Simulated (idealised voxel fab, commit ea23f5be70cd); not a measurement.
Proc. module: voxel self aligned contacts
The figure presents cross-section cut, which has a width of 235 nm and is divided into square cells with an edge length of 5 nm.
Bands, listed from the top down, are how a cross-section gets written in this document; the cross-section itself is a grid of square cells, and a band is one or more rows of them.
Band entry format. Leading values: height of top, height of bottom, nm. Remainder: materials in left-to-right order, each with its width in nm. Special words: "edge to edge" on a single material, which then fills the band edge to edge; "empty", empty space.
Basically, 0 is our baseline, since under it the wafer straight out of the box is all one material. The bottom band has no lower end and keeps on going down, so it looks like "0 down".
So if you see something like "30..40" for the width, read it as the top row of the band sitting at the first number and the bottom row at the second, with every row in between moving by the same amount as the last.
"remained the same" after a step means that no cell of the cross-section changed.
You'll see "Closed void entries" listing empty spaces that have no way open to the top, as long as they're 8 cells or more; the notation is width x height at distance, where the distance is from the left edge, and all of it is in nm.
If you see something after the settings on a step's line, that's the simulator's own remark about that step.
overlay nm: how far to the right of its planned place the mask lay on this masked step (negative: to the left).

[Set out below are the planned steps of the process]
| 1 | RECEIVE, material Si |
| 2 | CONFORMAL_DEP, material SiO2, thk nm 5 |
| 3 | DIRECTIONAL_DEP, material polySi, thk nm 25 |
| 4 | DIRECTIONAL_DEP, material SiN, thk nm 20 |
| 5 | PATTERN, tone cover, mask id GATE, material resist, width nm 25, pitch nm 55, thk nm 15, overlay nm 0 |
| 6 | DIRECTIONAL_ETCH, etch materials SiN, depth nm 20 |
| 7 | DIRECTIONAL_ETCH, etch materials polySi, depth nm 25 |
| 8 | STRIP, etch materials resist |
| 9 | CONFORMAL_DEP, material SiN, thk nm 5 |
| 10 | DIRECTIONAL_ETCH, etch materials SiN, depth nm 5 |
| 11 | FILL_DEP, material SiO2, thk nm 15 |
| 12 | CMP, height nm 55 |
| 13 | PATTERN, tone open, mask id CONTACT, material resist, width nm 40, pitch nm 55, thk nm 20, overlay nm 0 |
| 14 | DIRECTIONAL_ETCH, etch materials SiO2, depth nm 55 |
| 15 | STRIP, etch materials resist |
| 16 | CONFORMAL_DEP, material TiN, thk nm 5 |
| 17 | FILL_DEP, material W, thk nm 10 |
| 18 | CMP, height nm 55 |
| 19 | CONFORMAL_DEP, material SiN, thk nm 5 |

[First wafer, two in total, run as planned]

[So this is the incoming wafer in cross-section - it's already been through step 1]
  0 down: Si edge to edge
  Closed void entries: none

[after step 2]
  5 to 0: SiO2 edge to edge
  Unchanged below 0.

[after step 3]
  30 to 5: polySi edge to edge
  Unchanged below 5.

[after step 4]
  50 to 30: SiN edge to edge
  Unchanged below 30.

[after step 5]
  65 to 50: empty 50; resist 25; empty 30; resist 25; empty 30; resist 25; empty 50
  Unchanged below 50.

[after step 6]
  65 to 50: empty 50; resist 25; empty 30; resist 25; empty 30; resist 25; empty 50
  50 to 30: empty 50; SiN 25; empty 30; SiN 25; empty 30; SiN 25; empty 50
  Unchanged below 30.

[after step 7]
  65 to 50: empty 50; resist 25; empty 30; resist 25; empty 30; resist 25; empty 50
  50 to 30: empty 50; SiN 25; empty 30; SiN 25; empty 30; SiN 25; empty 50
  30 to 5: empty 50; polySi 25; empty 30; polySi 25; empty 30; polySi 25; empty 50
  Unchanged below 5.

[after step 8]
  50 to 30: empty 50; SiN 25; empty 30; SiN 25; empty 30; SiN 25; empty 50
  Unchanged below 30.

[after step 9]
  55 to 30: empty 45; SiN 35; empty 20; SiN 35; empty 20; SiN 35; empty 45
  30 to 10: empty 45; SiN 5; polySi 25; SiN 5; empty 20; SiN 5; polySi 25; SiN 5; empty 20; SiN 5; polySi 25; SiN 5; empty 45
  10 to 5: SiN 50; polySi 25; SiN 30; polySi 25; SiN 30; polySi 25; SiN 50
  Unchanged below 5.

[after step 10]
  50 to 30: empty 45; SiN 35; empty 20; SiN 35; empty 20; SiN 35; empty 45
  30 to 5: empty 45; SiN 5; polySi 25; SiN 5; empty 20; SiN 5; polySi 25; SiN 5; empty 20; SiN 5; polySi 25; SiN 5; empty 45
  Unchanged below 5.

[after step 11]
  65 to 50: SiO2 edge to edge
  50 to 30: SiO2 45; SiN 35; SiO2 20; SiN 35; SiO2 20; SiN 35; SiO2 45
  30 to 5: SiO2 45; SiN 5; polySi 25; SiN 5; SiO2 20; SiN 5; polySi 25; SiN 5; SiO2 20; SiN 5; polySi 25; SiN 5; SiO2 45
  Unchanged below 5.

[after step 12]
  55 to 50: SiO2 edge to edge
  Unchanged below 50.

[after step 13]
  75 to 55: resist 70; empty 40; resist 15; empty 40; resist 70
  Unchanged below 55.

[after step 14]
  75 to 55: resist 70; empty 40; resist 15; empty 40; resist 70
  55 to 50: SiO2 70; empty 40; SiO2 15; empty 40; SiO2 70
  50 to 30: SiO2 45; SiN 35; empty 20; SiN 35; empty 20; SiN 35; SiO2 45
  30 to 5: SiO2 45; SiN 5; polySi 25; SiN 5; empty 20; SiN 5; polySi 25; SiN 5; empty 20; SiN 5; polySi 25; SiN 5; SiO2 45
  5 to 0: SiO2 80; empty 20; SiO2 35; empty 20; SiO2 80
  Unchanged below 0.

[after step 15]
  55 to 50: SiO2 70; empty 40; SiO2 15; empty 40; SiO2 70
  Unchanged below 50.

[after step 16]
  60 to 55: TiN 75; empty 30; TiN 25; empty 30; TiN 75
  55 to 50: SiO2 70; TiN 15; empty 10; TiN 15; SiO2 15; TiN 15; empty 10; TiN 15; SiO2 70
  50 to 30: SiO2 45; SiN 35; TiN 5; empty 10; TiN 5; SiN 35; TiN 5; empty 10; TiN 5; SiN 35; SiO2 45
  30 to 5: SiO2 45; SiN 5; polySi 25; SiN 5; TiN 5; empty 10; TiN 5; SiN 5; polySi 25; SiN 5; TiN 5; empty 10; TiN 5; SiN 5; polySi 25; SiN 5; SiO2 45
  5 to 0: SiO2 80; TiN 20; SiO2 35; TiN 20; SiO2 80
  Unchanged below 0.

[after step 17]
  70 to 60: W edge to edge
  60 to 55: TiN 75; W 30; TiN 25; W 30; TiN 75
  55 to 50: SiO2 70; TiN 15; W 10; TiN 15; SiO2 15; TiN 15; W 10; TiN 15; SiO2 70
  50 to 30: SiO2 45; SiN 35; TiN 5; W 10; TiN 5; SiN 35; TiN 5; W 10; TiN 5; SiN 35; SiO2 45
  30 to 5: SiO2 45; SiN 5; polySi 25; SiN 5; TiN 5; W 10; TiN 5; SiN 5; polySi 25; SiN 5; TiN 5; W 10; TiN 5; SiN 5; polySi 25; SiN 5; SiO2 45
  Unchanged below 5.

[after step 18]
  55 to 50: SiO2 70; TiN 15; W 10; TiN 15; SiO2 15; TiN 15; W 10; TiN 15; SiO2 70
  Unchanged below 50.

[after step 19]
  60 to 55: SiN edge to edge
  Unchanged below 55.

[The second wafer began exactly as the first did and followed the same plan, but one mistake was made while running it; through step 8 inclusive, the two wafers are identical]

[Second wafer cross-section, taken as of the time the plan sets for step 9 to be done]
  45 to 30: empty 50; SiN 25; empty 30; SiN 25; empty 30; SiN 25; empty 50
  Unchanged below 30.

[Second wafer cross-section, taken as of the time the plan sets for step 10 to be done]
  50 to 30: empty 45; SiN 35; empty 20; SiN 35; empty 20; SiN 35; empty 45
  30 to 10: empty 45; SiN 5; polySi 25; SiN 5; empty 20; SiN 5; polySi 25; SiN 5; empty 20; SiN 5; polySi 25; SiN 5; empty 45
  10 to 5: SiN 50; polySi 25; SiN 30; polySi 25; SiN 30; polySi 25; SiN 50
  Unchanged below 5.

[Second wafer cross-section, taken as of the time the plan sets for step 11 to be done]
  65 to 50: SiO2 edge to edge
  50 to 30: SiO2 45; SiN 35; SiO2 20; SiN 35; SiO2 20; SiN 35; SiO2 45
  30 to 10: SiO2 45; SiN 5; polySi 25; SiN 5; SiO2 20; SiN 5; polySi 25; SiN 5; SiO2 20; SiN 5; polySi 25; SiN 5; SiO2 45
  Unchanged below 10.

[Second wafer cross-section, taken as of the time the plan sets for step 12 to be done]
  55 to 50: SiO2 edge to edge
  Unchanged below 50.

[Second wafer cross-section, taken as of the time the plan sets for step 13 to be done]
  75 to 55: resist 70; empty 40; resist 15; empty 40; resist 70
  Unchanged below 55.

[Second wafer cross-section, taken as of the time the plan sets for step 14 to be done]
  75 to 55: resist 70; empty 40; resist 15; empty 40; resist 70
  55 to 50: SiO2 70; empty 40; SiO2 15; empty 40; SiO2 70
  50 to 30: SiO2 45; SiN 35; empty 20; SiN 35; empty 20; SiN 35; SiO2 45
  30 to 10: SiO2 45; SiN 5; polySi 25; SiN 5; empty 20; SiN 5; polySi 25; SiN 5; empty 20; SiN 5; polySi 25; SiN 5; SiO2 45
  Unchanged below 10.

[Second wafer cross-section, taken as of the time the plan sets for step 15 to be done]
  55 to 50: SiO2 70; empty 40; SiO2 15; empty 40; SiO2 70
  Unchanged below 50.

[Second wafer cross-section, taken as of the time the plan sets for step 16 to be done]
  60 to 55: TiN 75; empty 30; TiN 25; empty 30; TiN 75
  55 to 50: SiO2 70; TiN 15; empty 10; TiN 15; SiO2 15; TiN 15; empty 10; TiN 15; SiO2 70
  50 to 30: SiO2 45; SiN 35; TiN 5; empty 10; TiN 5; SiN 35; TiN 5; empty 10; TiN 5; SiN 35; SiO2 45
  30 to 15: SiO2 45; SiN 5; polySi 25; SiN 5; TiN 5; empty 10; TiN 5; SiN 5; polySi 25; SiN 5; TiN 5; empty 10; TiN 5; SiN 5; polySi 25; SiN 5; SiO2 45
  15 to 10: SiO2 45; SiN 5; polySi 25; SiN 5; TiN 20; SiN 5; polySi 25; SiN 5; TiN 20; SiN 5; polySi 25; SiN 5; SiO2 45
  Unchanged below 10.

[Second wafer cross-section, taken as of the time the plan sets for step 17 to be done]
  70 to 60: W edge to edge
  60 to 55: TiN 75; W 30; TiN 25; W 30; TiN 75
  55 to 50: SiO2 70; TiN 15; W 10; TiN 15; SiO2 15; TiN 15; W 10; TiN 15; SiO2 70
  50 to 30: SiO2 45; SiN 35; TiN 5; W 10; TiN 5; SiN 35; TiN 5; W 10; TiN 5; SiN 35; SiO2 45
  30 to 15: SiO2 45; SiN 5; polySi 25; SiN 5; TiN 5; W 10; TiN 5; SiN 5; polySi 25; SiN 5; TiN 5; W 10; TiN 5; SiN 5; polySi 25; SiN 5; SiO2 45
  Unchanged below 15.

[Second wafer cross-section, taken as of the time the plan sets for step 18 to be done]
  55 to 50: SiO2 70; TiN 15; W 10; TiN 15; SiO2 15; TiN 15; W 10; TiN 15; SiO2 70
  Unchanged below 50.

[Second wafer cross-section, taken as of the time the plan sets for step 19 to be done]
  60 to 55: SiN edge to edge
  Unchanged below 55.
Deviation noted in wafer processing: mixed up steps 9 and 10 - ran each in the other's place
Counted in cells at the end, the second wafer holds more or fewer of these materials than the first: SiN +26; SiO2 -10; TiN -8; W -8
